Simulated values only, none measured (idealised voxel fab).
process module | voxel capacitor over wiring
cross-section cut | 165 nm wide | cells 5 nm
A cross-section is a grid of square cells, given in bands from the top down. A band is one or more rows of cells.
Each band's line starts with the height of the band's top and of its bottom, in nm. Then come its materials from left to right, each with its width in nm. One material with "throughout" fills the band from edge to edge. "air" is empty space.
Height 0 is the level under which the wafer as received is all one material. The lowest band goes on downwards, as in "0 down".
A width such as "30 to 40" changes by the same amount from each row of cells to the next, from the band's top row to its bottom row.
"no change" after a step means that no cell of the cross-section changed.
closed voids: empty space of 8 cells or more with no open way to the top, each as width x height at its distance from the left edge, in nm
after a step's settings: what the simulator itself notes on the step
overlay nm, on a step with a mask: how far to the right of its planned place the mask lay; to the left if negative
plan
1 op RECEIVE | material Si
2 op CONFORMAL_DEP | material SiO2 | thk nm 15
3 op CONFORMAL_DEP | material SiCN | thk nm 5
4 op DIRECTIONAL_DEP | material SiO2 | thk nm 25
5 op PATTERN | tone open | mask id METAL_1 | material resist | width nm 30 | pitch nm 95 | thk nm 15 | overlay nm 0
6 op DIRECTIONAL_ETCH | etch materials SiO2 | depth nm 25
7 op DIRECTIONAL_ETCH | etch materials SiCN | depth nm 5
8 op STRIP | etch materials resist
9 op CONFORMAL_DEP | material TiN | thk nm 5
10 op FILL_DEP | material Ru | thk nm 5
11 op CMP | height nm 45
12 op EPI | material Ru | thk nm 5
13 op FILL_DEP | material SiCN | thk nm 5
14 op DIRECTIONAL_DEP | material SiO2 | thk nm 20
15 op DIRECTIONAL_DEP | material aC | thk nm 10
16 op PATTERN | tone open | mask id PLUG_1 | material resist | width nm 15 | thk nm 25 | overlay nm 0
17 op DIRECTIONAL_ETCH | etch materials aC | depth nm 10
18 op STRIP | etch materials resist
19 op DIRECTIONAL_ETCH | etch materials SiO2 | depth nm 20
20 op DIRECTIONAL_ETCH | etch materials SiCN | depth nm 5
21 op STRIP | etch materials aC
22 op CONFORMAL_DEP | material TiN | thk nm 5
23 op FILL_DEP | material W | thk nm 5
24 op CMP | height nm 75
25 op DIRECTIONAL_DEP | material TiN | thk nm 5
26 op DIRECTIONAL_DEP | material SiN | thk nm 5
27 op DIRECTIONAL_DEP | material TiN | thk nm 10
28 op MASKED_ETCH | tone cover | mask id UPPER_PLATE | width nm 70 | etch materials TiN | depth nm 10 | overlay nm 0
29 op MASKED_ETCH | tone cover | mask id UPPER_PLATE | width nm 70 | etch materials SiN | depth nm 5 | overlay nm 0
30 op PATTERN | tone cover | mask id LOWER_PLATE | material resist | width nm 80 | thk nm 15 | overlay nm 0
31 op DIRECTIONAL_ETCH | etch materials TiN | depth nm 5
32 op STRIP | etch materials resist
33 op FILL_DEP | material SiO2 | thk nm 15
34 op CMP | height nm 105
35 op PATTERN | tone open | mask id PLUG_2 | material resist | width nm 15 | thk nm 20 | overlay nm 0
36 op DIRECTIONAL_ETCH | etch materials SiO2 | depth nm 10
37 op STRIP | etch materials resist
38 op CONFORMAL_DEP | material TiN | thk nm 5
39 op FILL_DEP | material Cu | thk nm 5
40 op CMP | height nm 105
41 op CONFORMAL_DEP | material SiCN | thk nm 5
first wafer, as planned
as received, after step 1
  0 down: Si throughout
  closed voids: none
after step 2
  15 to 0: SiO2 throughout
  below 0: unchanged
after step 3
  20 to 15: SiCN throughout
  below 15: unchanged
after step 4
  45 to 20: SiO2 throughout
  below 20: unchanged
after step 5
  60 to 45: resist 20 | air 30 | resist 65 | air 30 | resist 20
  below 45: unchanged
after step 6
  60 to 45: resist 20 | air 30 | resist 65 | air 30 | resist 20
  45 to 20: SiO2 20 | air 30 | SiO2 65 | air 30 | SiO2 20
  below 20: unchanged
after step 7
  60 to 45: resist 20 | air 30 | resist 65 | air 30 | resist 20
  45 to 20: SiO2 20 | air 30 | SiO2 65 | air 30 | SiO2 20
  20 to 15: SiCN 20 | air 30 | SiCN 65 | air 30 | SiCN 20
  below 15: unchanged
after step 8
  45 to 20: SiO2 20 | air 30 | SiO2 65 | air 30 | SiO2 20
  below 20: unchanged
after step 9
  50 to 45: TiN 25 | air 20 | TiN 75 | air 20 | TiN 25
  45 to 20: SiO2 20 | TiN 5 | air 20 | TiN 5 | SiO2 65 | TiN 5 | air 20 | TiN 5 | SiO2 20
  20 to 15: SiCN 20 | TiN 30 | SiCN 65 | TiN 30 | SiCN 20
  below 15: unchanged
after step 10
  55 to 50: Ru throughout
  50 to 45: TiN 25 | Ru 20 | TiN 75 | Ru 20 | TiN 25
  45 to 20: SiO2 20 | TiN 5 | Ru 20 | TiN 5 | SiO2 65 | TiN 5 | Ru 20 | TiN 5 | SiO2 20
  below 20: unchanged
after step 11
  45 to 20: SiO2 20 | TiN 5 | Ru 20 | TiN 5 | SiO2 65 | TiN 5 | Ru 20 | TiN 5 | SiO2 20
  below 20: unchanged
after step 12
  50 to 45: air 15 | Ru 40 | air 55 | Ru 40 | air 15
  below 45: unchanged
after step 13
  55 to 50: SiCN throughout
  50 to 45: SiCN 15 | Ru 40 | SiCN 55 | Ru 40 | SiCN 15
  below 45: unchanged
after step 14
  75 to 55: SiO2 throughout
  below 55: unchanged
after step 15
  85 to 75: aC throughout
  below 75: unchanged
after step 16
  110 to 85: resist 35 | air 15 | resist 115
  below 85: unchanged
after step 17
  100 to 85: resist 35 | air 15 | resist 115
  85 to 75: aC 35 | air 15 | aC 115
  below 75: unchanged
after step 18
  85 to 75: aC 35 | air 15 | aC 115
  below 75: unchanged
after step 19
  85 to 75: aC 35 | air 15 | aC 115
  75 to 55: SiO2 35 | air 15 | SiO2 115
  below 55: unchanged
after step 20
  85 to 75: aC 35 | air 15 | aC 115
  75 to 55: SiO2 35 | air 15 | SiO2 115
  55 to 50: SiCN 35 | air 15 | SiCN 115
  below 50: unchanged
after step 21
  75 to 55: SiO2 35 | air 15 | SiO2 115
  below 55: unchanged
after step 22
  80 to 75: TiN 40 | air 5 | TiN 120
  75 to 55: SiO2 35 | TiN 5 | air 5 | TiN 5 | SiO2 115
  55 to 50: SiCN 35 | TiN 15 | SiCN 115
  below 50: unchanged
after step 23
  85 to 80: W throughout
  80 to 75: TiN 40 | W 5 | TiN 120
  75 to 55: SiO2 35 | TiN 5 | W 5 | TiN 5 | SiO2 115
  below 55: unchanged
after step 24
  75 to 55: SiO2 35 | TiN 5 | W 5 | TiN 5 | SiO2 115
  below 55: unchanged
after step 25
  80 to 75: TiN throughout
  below 75: unchanged
after step 26
  85 to 80: SiN throughout
  below 80: unchanged
after step 27
  95 to 85: TiN throughout
  below 85: unchanged
after step 28
  95 to 85: air 35 | TiN 70 | air 60
  below 85: unchanged
after step 29
  95 to 85: air 35 | TiN 70 | air 60
  85 to 80: air 35 | SiN 70 | air 60
  below 80: unchanged
after step 30
  110 to 95: air 30 | resist 80 | air 55
  95 to 85: air 30 | resist 5 | TiN 70 | resist 5 | air 55
  85 to 80: air 30 | resist 5 | SiN 70 | resist 5 | air 55
  below 80: unchanged
after step 31
  110 to 95: air 30 | resist 80 | air 55
  95 to 85: air 30 | resist 5 | TiN 70 | resist 5 | air 55
  85 to 80: air 30 | resist 5 | SiN 70 | resist 5 | air 55
  80 to 75: air 30 | TiN 80 | air 55
  below 75: unchanged
after step 32
  95 to 85: air 35 | TiN 70 | air 60
  85 to 80: air 35 | SiN 70 | air 60
  below 80: unchanged
after step 33
  110 to 95: SiO2 throughout
  95 to 85: SiO2 35 | TiN 70 | SiO2 60
  85 to 80: SiO2 35 | SiN 70 | SiO2 60
  80 to 75: SiO2 30 | TiN 80 | SiO2 55
  below 75: unchanged
after step 34
  105 to 95: SiO2 throughout
  below 95: unchanged
after step 35
  125 to 105: resist 45 | air 15 | resist 105
  below 105: unchanged
after step 36
  125 to 105: resist 45 | air 15 | resist 105
  105 to 95: SiO2 45 | air 15 | SiO2 105
  below 95: unchanged
after step 37
  105 to 95: SiO2 45 | air 15 | SiO2 105
  below 95: unchanged
after step 38
  110 to 105: TiN 50 | air 5 | TiN 110
  105 to 100: SiO2 45 | TiN 5 | air 5 | TiN 5 | SiO2 105
  100 to 95: SiO2 45 | TiN 15 | SiO2 105
  below 95: unchanged
after step 39
  115 to 110: Cu throughout
  110 to 105: TiN 50 | Cu 5 | TiN 110
  105 to 100: SiO2 45 | TiN 5 | Cu 5 | TiN 5 | SiO2 105
  below 100: unchanged
after step 40
  105 to 100: SiO2 45 | TiN 5 | Cu 5 | TiN 5 | SiO2 105
  below 100: unchanged
after step 41
  110 to 105: SiCN throughout
  below 105: unchanged
second wafer: like start, like plan, one mistake. Through step 2 it matches the first wafer
when step 3 should have ended: no change
when step 4 should have ended
  40 to 0: SiO2 throughout
  below 0: unchanged
when step 5 should have ended
  55 to 40: resist 20 | air 30 | resist 65 | air 30 | resist 20
  below 40: unchanged
when step 6 should have ended
  55 to 40: resist 20 | air 30 | resist 65 | air 30 | resist 20
  40 to 15: SiO2 20 | air 30 | SiO2 65 | air 30 | SiO2 20
  below 15: unchanged
when step 7 should have ended: no change
when step 8 should have ended
  40 to 15: SiO2 20 | air 30 | SiO2 65 | air 30 | SiO2 20
  below 15: unchanged
when step 9 should have ended
  45 to 40: TiN 25 | air 20 | TiN 75 | air 20 | TiN 25
  40 to 20: SiO2 20 | TiN 5 | air 20 | TiN 5 | SiO2 65 | TiN 5 | air 20 | TiN 5 | SiO2 20
  20 to 15: SiO2 20 | TiN 30 | SiO2 65 | TiN 30 | SiO2 20
  below 15: unchanged
when step 10 should have ended
  50 to 45: Ru throughout
  45 to 40: TiN 25 | Ru 20 | TiN 75 | Ru 20 | TiN 25
  40 to 20: SiO2 20 | TiN 5 | Ru 20 | TiN 5 | SiO2 65 | TiN 5 | Ru 20 | TiN 5 | SiO2 20
  below 20: unchanged
when step 11 should have ended
  45 to 40: TiN 25 | Ru 20 | TiN 75 | Ru 20 | TiN 25
  below 40: unchanged
when step 12 should have ended
  50 to 45: Ru throughout
  below 45: unchanged
when step 13 should have ended
  55 to 50: SiCN throughout
  below 50: unchanged
when step 14 should have ended
  75 to 55: SiO2 throughout
  below 55: unchanged
when step 15 should have ended
  85 to 75: aC throughout
  below 75: unchanged
when step 16 should have ended
  110 to 85: resist 35 | air 15 | resist 115
  below 85: unchanged
when step 17 should have ended
  100 to 85: resist 35 | air 15 | resist 115
  85 to 75: aC 35 | air 15 | aC 115
  below 75: unchanged
when step 18 should have ended
  85 to 75: aC 35 | air 15 | aC 115
  below 75: unchanged
when step 19 should have ended
  85 to 75: aC 35 | air 15 | aC 115
  75 to 55: SiO2 35 | air 15 | SiO2 115
  below 55: unchanged
when step 20 should have ended
  85 to 75: aC 35 | air 15 | aC 115
  75 to 55: SiO2 35 | air 15 | SiO2 115
  55 to 50: SiCN 35 | air 15 | SiCN 115
  below 50: unchanged
when step 21 should have ended
  75 to 55: SiO2 35 | air 15 | SiO2 115
  below 55: unchanged
when step 22 should have ended
  80 to 75: TiN 40 | air 5 | TiN 120
  75 to 55: SiO2 35 | TiN 5 | air 5 | TiN 5 | SiO2 115
  55 to 50: SiCN 35 | TiN 15 | SiCN 115
  below 50: unchanged
when step 23 should have ended
  85 to 80: W throughout
  80 to 75: TiN 40 | W 5 | TiN 120
  75 to 55: SiO2 35 | TiN 5 | W 5 | TiN 5 | SiO2 115
  below 55: unchanged
when step 24 should have ended
  75 to 55: SiO2 35 | TiN 5 | W 5 | TiN 5 | SiO2 115
  below 55: unchanged
when step 25 should have ended
  80 to 75: TiN throughout
  below 75: unchanged
when step 26 should have ended
  85 to 80: SiN throughout
  below 80: unchanged
when step 27 should have ended
  95 to 85: TiN throughout
  below 85: unchanged
when step 28 should have ended
  95 to 85: air 35 | TiN 70 | air 60
  below 85: unchanged
when step 29 should have ended
  95 to 85: air 35 | TiN 70 | air 60
  85 to 80: air 35 | SiN 70 | air 60
  below 80: unchanged
when step 30 should have ended
  110 to 95: air 30 | resist 80 | air 55
  95 to 85: air 30 | resist 5 | TiN 70 | resist 5 | air 55
  85 to 80: air 30 | resist 5 | SiN 70 | resist 5 | air 55
  below 80: unchanged
when step 31 should have ended
  110 to 95: air 30 | resist 80 | air 55
  95 to 85: air 30 | resist 5 | TiN 70 | resist 5 | air 55
  85 to 80: air 30 | resist 5 | SiN 70 | resist 5 | air 55
  80 to 75: air 30 | TiN 80 | air 55
  below 75: unchanged
when step 32 should have ended
  95 to 85: air 35 | TiN 70 | air 60
  85 to 80: air 35 | SiN 70 | air 60
  below 80: unchanged
when step 33 should have ended
  110 to 95: SiO2 throughout
  95 to 85: SiO2 35 | TiN 70 | SiO2 60
  85 to 80: SiO2 35 | SiN 70 | SiO2 60
  80 to 75: SiO2 30 | TiN 80 | SiO2 55
  below 75: unchanged
when step 34 should have ended
  105 to 95: SiO2 throughout
  below 95: unchanged
when step 35 should have ended
  125 to 105: resist 45 | air 15 | resist 105
  below 105: unchanged
when step 36 should have ended
  125 to 105: resist 45 | air 15 | resist 105
  105 to 95: SiO2 45 | air 15 | SiO2 105
  below 95: unchanged
when step 37 should have ended
  105 to 95: SiO2 45 | air 15 | SiO2 105
  below 95: unchanged
when step 38 should have ended
  110 to 105: TiN 50 | air 5 | TiN 110
  105 to 100: SiO2 45 | TiN 5 | air 5 | TiN 5 | SiO2 105
  100 to 95: SiO2 45 | TiN 15 | SiO2 105
  below 95: unchanged
when step 39 should have ended
  115 to 110: Cu throughout
  110 to 105: TiN 50 | Cu 5 | TiN 110
  105 to 100: SiO2 45 | TiN 5 | Cu 5 | TiN 5 | SiO2 105
  below 100: unchanged
when step 40 should have ended
  105 to 100: SiO2 45 | TiN 5 | Cu 5 | TiN 5 | SiO2 105
  below 100: unchanged
when step 41 should have ended
  110 to 105: SiCN throughout
  below 105: unchanged
what went wrong: step 3 was left out
at the end the second wafer has, in cells: 17 more of Ru | 38 fewer of SiCN | 21 more of TiN
